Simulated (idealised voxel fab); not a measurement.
Documented hereafter: the process module known as voxel transistor to metal.
140 nm wide, 5 nm square cells: that's cross-section cut.
Cross-section spec: square-cell grid; bands listed top down; each band is one or more rows.
For a band, the entry starts with two heights in nm, that of the top and then that of the bottom, and carries on with the band's materials in order from left to right, each alongside its width in nm; the word "full width" beside a single material means it fills the band edge to edge, and "air" means empty space.
Convention: height 0 is the level below which the wafer, as received, is all one material. The lowest band does not terminate at the bottom but continues downward, represented as "z 0 and below".
Think of "30->40" as a width that walks from the first number to the second as you go down the band, top row to bottom row, taking equal-sized steps from row to row.
A step reported as "nothing altered" is a step in which no cell of the cross-section changed.
In the "Closed void inventory" entry, you get each enclosed empty space of 8 cells or more, one with no open way to the top, written width x height at distance, distance from the left edge, in nm.
On a step's line, text after the settings is the simulator commenting on that step.
You can add "overlay nm" to a step's line. For a step with a mask, it describes how far the mask lay to the right of its planned position, and a negative number describes a lay to the left.
## This section lists the process steps that were planned
1 RECEIVE with material Si
2 OXIDIZE with depth nm 5
3 CONFORMAL_DEP with material SiN, thk nm 10
4 MASKED_ETCH with tone cover, mask id ACTIVE, width nm 105, etch materials SiN, depth nm 5, overlay nm 0
5 MASKED_ETCH with tone cover, mask id ACTIVE, width nm 105, etch materials SiO2, depth nm 5, overlay nm 0
6 MASKED_ETCH with tone cover, mask id ACTIVE, width nm 105, etch materials Si, depth nm 30, overlay nm 0
7 OXIDIZE with depth nm 5
8 FILL_DEP with material SiO2, thk nm 15
9 CMP with height nm 10
10 SELECTIVE_ETCH with etch materials SiO2, depth nm 5
11 STRIP with etch materials SiN
12 SELECTIVE_ETCH with etch materials SiO2, depth nm 5
13 OXIDIZE with depth nm 5
14 DIRECTIONAL_DEP with material polySi, thk nm 20
15 DIRECTIONAL_DEP with material SiCN, thk nm 15
16 DIRECTIONAL_DEP with material aC, thk nm 10
17 PATTERN with tone cover, mask id GATE, material resist, width nm 25, thk nm 25, overlay nm 0
18 DIRECTIONAL_ETCH with etch materials aC, depth nm 10
19 STRIP with etch materials resist
20 DIRECTIONAL_ETCH with etch materials SiCN, depth nm 25
21 DIRECTIONAL_ETCH with etch materials polySi, depth nm 30
22 STRIP with etch materials aC
23 CONFORMAL_DEP with material SiN, thk nm 5
24 DIRECTIONAL_ETCH with etch materials SiN, depth nm 5
25 DIRECTIONAL_ETCH with etch materials SiO2, depth nm 5
26 DIRECTIONAL_ETCH with etch materials Si, depth nm 5
27 EPI with material pSi, thk nm 10
28 FILL_DEP with material SiO2, thk nm 10
29 CMP with height nm 15
30 STRIP with etch materials polySi
31 SELECTIVE_ETCH with etch materials SiO2, depth nm 5
32 CONFORMAL_DEP with material HfO2, thk nm 5
33 CONFORMAL_DEP with material TiN, thk nm 5
34 FILL_DEP with material W, thk nm 5
35 CMP with height nm 10
36 DIRECTIONAL_DEP with material SiO2, thk nm 10
37 PATTERN with tone open, mask id CONTACT, material resist, width nm 15, pitch nm 80, thk nm 15, overlay nm 0
38 DIRECTIONAL_ETCH with etch materials SiO2, depth nm 25
39 STRIP with etch materials resist
40 CONFORMAL_DEP with material TiN, thk nm 5
41 FILL_DEP with material Ru, thk nm 10
42 CMP with height nm 20
43 CONFORMAL_DEP with material SiCN, thk nm 5
44 DIRECTIONAL_DEP with material lowk, thk nm 20
45 DIRECTIONAL_DEP with material aC, thk nm 15
46 PATTERN with tone open, mask id METAL_1, material resist, width nm 15, pitch nm 80, thk nm 30, overlay nm 0
47 DIRECTIONAL_ETCH with etch materials aC, depth nm 15
48 STRIP with etch materials resist
49 DIRECTIONAL_ETCH with etch materials lowk, depth nm 20
50 DIRECTIONAL_ETCH with etch materials SiCN, depth nm 5
51 STRIP with etch materials aC
52 CONFORMAL_DEP with material TiN, thk nm 5
53 FILL_DEP with material Cu, thk nm 5
54 CMP with height nm 45
55 CONFORMAL_DEP with material SiCN, thk nm 5
56 DIRECTIONAL_DEP with material lowk, thk nm 35
57 PATTERN with tone open, mask id METAL_2, material resist, width nm 15, pitch nm 80, thk nm 15, overlay nm 0
58 DIRECTIONAL_ETCH with etch materials lowk, depth nm 20
59 STRIP with etch materials resist
60 MASKED_ETCH with tone open, mask id METAL_2_HOLES, width nm 15, pitch nm 80, etch materials lowk, depth nm 15, overlay nm 0
61 MASKED_ETCH with tone open, mask id METAL_2_HOLES, width nm 15, pitch nm 80, etch materials SiCN, depth nm 5, overlay nm 0
62 CONFORMAL_DEP with material TiN, thk nm 5
63 FILL_DEP with material Ru, thk nm 10
64 CMP with height nm 85
65 CONFORMAL_DEP with material SiCN, thk nm 5
Wafers differ in depth nm at step 4; plan lists the first wafer's value; identical starting state.
## Cross-section of the first incoming wafer of several, state after step 1
* z 0 and below | Si full width
* Closed void inventory: none
## At the end of the module, after its last step, step 65, the first of several wafers appears in cross-section as follows
* z 90 to 85 | SiCN full width
* z 85 to 50 | lowk 20 | TiN 5 | Ru 5 | TiN 5 | lowk 65 | TiN 5 | Ru 5 | TiN 5 | lowk 25
* z 50 to 45 | SiCN 20 | TiN 15 | SiCN 65 | TiN 15 | SiCN 25
* z 45 to 25 | lowk 20 | TiN 5 | Cu 5 | TiN 5 | lowk 65 | TiN 5 | Cu 5 | TiN 5 | lowk 25
* z 25 to 20 | SiCN 20 | TiN 15 | SiCN 65 | TiN 15 | SiCN 25
* z 20 to 10 | SiO2 20 | TiN 5 | Ru 5 | TiN 5 | SiO2 65 | TiN 5 | Ru 5 | TiN 5 | SiO2 25
* z 10 to 0 | SiO2 20 | TiN 5 | Ru 5 | TiN 5 | SiO2 15 | SiN 5 | HfO2 5 | TiN 5 | W 5 | TiN 5 | HfO2 5 | SiN 5 | SiO2 15 | TiN 5 | Ru 5 | TiN 5 | SiO2 25
* z 0 to -5 | SiO2 20 | TiN 15 | SiO2 5 | pSi 10 | SiN 5 | HfO2 5 | TiN 15 | HfO2 5 | SiN 5 | pSi 10 | SiO2 5 | TiN 15 | SiO2 25
* z -5 to -10 | pSi 50 | HfO2 35 | pSi 55
* z -10 to -15 | pSi 50 | Si 35 | pSi 55
* z -15 and below | Si full width
* Closed void inventory: none
## Cross-sectional depiction of the last of several wafers upon completion of the module
* z 90 to 85 | SiCN full width
* z 85 to 50 | lowk 20 | TiN 5 | Ru 5 | TiN 5 | lowk 65 | TiN 5 | Ru 5 | TiN 5 | lowk 25
* z 50 to 45 | SiCN 20 | TiN 15 | SiCN 65 | TiN 15 | SiCN 25
* z 45 to 25 | lowk 20 | TiN 5 | Cu 5 | TiN 5 | lowk 65 | TiN 5 | Cu 5 | TiN 5 | lowk 25
* z 25 to 20 | SiCN 20 | TiN 15 | SiCN 65 | TiN 15 | SiCN 25
* z 20 to 10 | SiO2 20 | TiN 5 | Ru 5 | TiN 5 | SiO2 65 | TiN 5 | Ru 5 | TiN 5 | SiO2 25
* z 10 to 0 | SiO2 20 | TiN 5 | Ru 5 | TiN 5 | SiO2 15 | SiN 5 | HfO2 5 | TiN 5 | W 5 | TiN 5 | HfO2 5 | SiN 5 | SiO2 15 | TiN 5 | Ru 5 | TiN 5 | SiO2 25
* z 0 to -5 | SiO2 10 | SiN 5 | SiO2 5 | TiN 15 | SiO2 5 | pSi 10 | SiN 5 | HfO2 5 | TiN 15 | HfO2 5 | SiN 5 | pSi 10 | SiO2 5 | TiN 15 | SiO2 5 | SiN 5 | SiO2 15
* z -5 to -10 | SiO2 15 | pSi 35 | HfO2 35 | pSi 35 | SiO2 20
* z -10 to -15 | SiO2 20 | pSi 30 | Si 35 | pSi 30 | SiO2 25
* z -15 to -40 | SiO2 20 | Si 95 | SiO2 25
* z -40 and below | Si full width
* Closed void inventory: none
## End of module, by wafer: material-by-material cell gain (+) or loss (-) since receipt, then closed voids
depth nm 5, +8 Cu, +13 HfO2, +22 Ru, -77 Si, +72 SiCN, +6 SiN, +85 SiO2, +85 TiN, +2 W, +242 lowk, +46 pSi, Closed void inventory: none
depth nm 10, +8 Cu, +13 HfO2, +22 Ru, -122 Si, +72 SiCN, +8 SiN, +144 SiO2, +85 TiN, +2 W, +242 lowk, +30 pSi, Closed void inventory: none
depth nm 15, +8 Cu, +13 HfO2, +22 Ru, -122 Si, +72 SiCN, +8 SiN, +144 SiO2, +85 TiN, +2 W, +242 lowk, +30 pSi, Closed void inventory: none
depth nm 20, +8 Cu, +13 HfO2, +22 Ru, -122 Si, +72 SiCN, +8 SiN, +144 SiO2, +85 TiN, +2 W, +242 lowk, +30 pSi, Closed void inventory: none
depth nm 25, +8 Cu, +13 HfO2, +22 Ru, -122 Si, +72 SiCN, +8 SiN, +144 SiO2, +85 TiN, +2 W, +242 lowk, +30 pSi, Closed void inventory: none
